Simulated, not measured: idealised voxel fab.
You're looking at the process module voxel spacer lines.
Shown is cross-section cut, with a width of 240 nm and square cells of size 5 nm.
Square cells in a grid make up a cross-section in this document, and the grid is given as bands, listed from the top down, each one or more rows of cells.
Heads up on the band format: heights come first, top then bottom, in nm. After that it's the materials left to right, each with its width in nm. A single material flagged "throughout" fills the whole band edge to edge, and "empty" means there's empty space there.
Note: height 0 marks the level under which the wafer is uniformly one material as received. Lowest band unbounded below, written "0 and below".
Note: "30 to 40" means the width goes from the first number (top row of the band) to the second number (bottom row) in equal steps per row of cells.
Reading "everything unchanged" for a step: not a cell of the cross-section changed in it.
If an empty space has no open way to the top and is at least 8 cells in size, "Trapped cavities" lists it, written width x height at distance, where distance is measured from the left edge and every value is in nm.
Past the settings on a step's line: simulator remark, on that step.
overlay nm: for a step with a mask, the amount by which the mask lay right of where it was planned; a negative amount means left of it.

# The process steps that were planned are listed below
step 1: RECEIVE | material Si
step 2: CONFORMAL_DEP | material Al2O3 | thk nm 10
step 3: DIRECTIONAL_DEP | material polySi | thk nm 20
step 4: DIRECTIONAL_DEP | material aC | thk nm 30
step 5: PATTERN | tone cover | mask id MANDREL | material resist | width nm 20 | pitch nm 60 | thk nm 40 | overlay nm 0
step 6: DIRECTIONAL_ETCH | etch materials aC | depth nm 30
step 7: STRIP | etch materials resist
step 8: CONFORMAL_DEP | material SiO2 | thk nm 10
step 9: DIRECTIONAL_ETCH | etch materials SiO2 | depth nm 10
step 10: STRIP | etch materials aC
step 11: DIRECTIONAL_ETCH | etch materials polySi | depth nm 20
step 12: STRIP | etch materials SiO2

# So, the first of our two wafers, run just as we planned it

# Step 1 complete: cross-section of the wafer as received
  0 and below  Si throughout
  Trapped cavities: none

# Wafer section view after processing step 2
  10 down to 0  Al2O3 throughout
  Anything lower than 0 is untouched.

# Wafer section view after processing step 3
  30 down to 10  polySi throughout
  Anything lower than 10 is untouched.

# Wafer section view after processing step 4
  60 down to 30  aC throughout
  Anything lower than 30 is untouched.

# Wafer section view after processing step 5
  100 down to 60  empty 50 nm, resist 20 nm, empty 40 nm, resist 20 nm, empty 40 nm, resist 20 nm, empty 50 nm
  Anything lower than 60 is untouched.

# Wafer section view after processing step 6
  70 down to 60  empty 50 nm, resist 20 nm, empty 40 nm, resist 20 nm, empty 40 nm, resist 20 nm, empty 50 nm
  60 down to 30  empty 50 nm, aC 20 nm, empty 40 nm, aC 20 nm, empty 40 nm, aC 20 nm, empty 50 nm
  Anything lower than 30 is untouched.

# Wafer section view after processing step 7
  60 down to 30  empty 50 nm, aC 20 nm, empty 40 nm, aC 20 nm, empty 40 nm, aC 20 nm, empty 50 nm
  Anything lower than 30 is untouched.

# Wafer section view after processing step 8
  70 down to 60  empty 40 nm, SiO2 40 nm, empty 20 nm, SiO2 40 nm, empty 20 nm, SiO2 40 nm, empty 40 nm
  60 down to 40  empty 40 nm, SiO2 10 nm, aC 20 nm, SiO2 10 nm, empty 20 nm, SiO2 10 nm, aC 20 nm, SiO2 10 nm, empty 20 nm, SiO2 10 nm, aC 20 nm, SiO2 10 nm, empty 40 nm
  40 down to 30  SiO2 50 nm, aC 20 nm, SiO2 40 nm, aC 20 nm, SiO2 40 nm, aC 20 nm, SiO2 50 nm
  Anything lower than 30 is untouched.

# Wafer section view after processing step 9
  60 down to 30  empty 40 nm, SiO2 10 nm, aC 20 nm, SiO2 10 nm, empty 20 nm, SiO2 10 nm, aC 20 nm, SiO2 10 nm, empty 20 nm, SiO2 10 nm, aC 20 nm, SiO2 10 nm, empty 40 nm
  Anything lower than 30 is untouched.

# Wafer section view after processing step 10
  60 down to 30  empty 40 nm, SiO2 10 nm, empty 20 nm, SiO2 10 nm, empty 20 nm, SiO2 10 nm, empty 20 nm, SiO2 10 nm, empty 20 nm, SiO2 10 nm, empty 20 nm, SiO2 10 nm, empty 40 nm
  Anything lower than 30 is untouched.

# Wafer section view after processing step 11
  60 down to 30  empty 40 nm, SiO2 10 nm, empty 20 nm, SiO2 10 nm, empty 20 nm, SiO2 10 nm, empty 20 nm, SiO2 10 nm, empty 20 nm, SiO2 10 nm, empty 20 nm, SiO2 10 nm, empty 40 nm
  30 down to 10  empty 40 nm, polySi 10 nm, empty 20 nm, polySi 10 nm, empty 20 nm, polySi 10 nm, empty 20 nm, polySi 10 nm, empty 20 nm, polySi 10 nm, empty 20 nm, polySi 10 nm, empty 40 nm
  Anything lower than 10 is untouched.

# Wafer section view after processing step 12
  30 down to 10  empty 40 nm, polySi 10 nm, empty 20 nm, polySi 10 nm, empty 20 nm, polySi 10 nm, empty 20 nm, polySi 10 nm, empty 20 nm, polySi 10 nm, empty 20 nm, polySi 10 nm, empty 40 nm
  Anything lower than 10 is untouched.

# Wafer two: like wafer one in start and plan, but with one mistake in execution; identical up to and including step 3

# Cross-section of the second wafer when, according to plan, step 4 should have finished
  60 down to 10  polySi throughout
  Anything lower than 10 is untouched.

# Cross-section of the second wafer when, according to plan, step 5 should have finished
  100 down to 60  empty 50 nm, resist 20 nm, empty 40 nm, resist 20 nm, empty 40 nm, resist 20 nm, empty 50 nm
  Anything lower than 60 is untouched.

# Cross-section of the second wafer when, according to plan, step 6 should have finished
  70 down to 60  empty 50 nm, resist 20 nm, empty 40 nm, resist 20 nm, empty 40 nm, resist 20 nm, empty 50 nm
  Anything lower than 60 is untouched.

# Cross-section of the second wafer when, according to plan, step 7 should have finished
  60 down to 10  polySi throughout
  Anything lower than 10 is untouched.

# Cross-section of the second wafer when, according to plan, step 8 should have finished
  70 down to 60  SiO2 throughout
  Anything lower than 60 is untouched.

# Cross-section of the second wafer when, according to plan, step 9 should have finished
  60 down to 10  polySi throughout
  Anything lower than 10 is untouched.

Cross-section of the second wafer when, according to plan, step 10 should have finished: everything unchanged

# Cross-section of the second wafer when, according to plan, step 11 should have finished
  40 down to 10  polySi throughout
  Anything lower than 10 is untouched.

Cross-section of the second wafer when, according to plan, step 12 should have finished: everything unchanged
What broke from the plan during processing? the process deviated at step 4: the operation and settings actually run there were DIRECTIONAL_DEP | material polySi | thk nm 30
Final cells, second wafer relative to first, materials higher or lower: 240 more of polySi
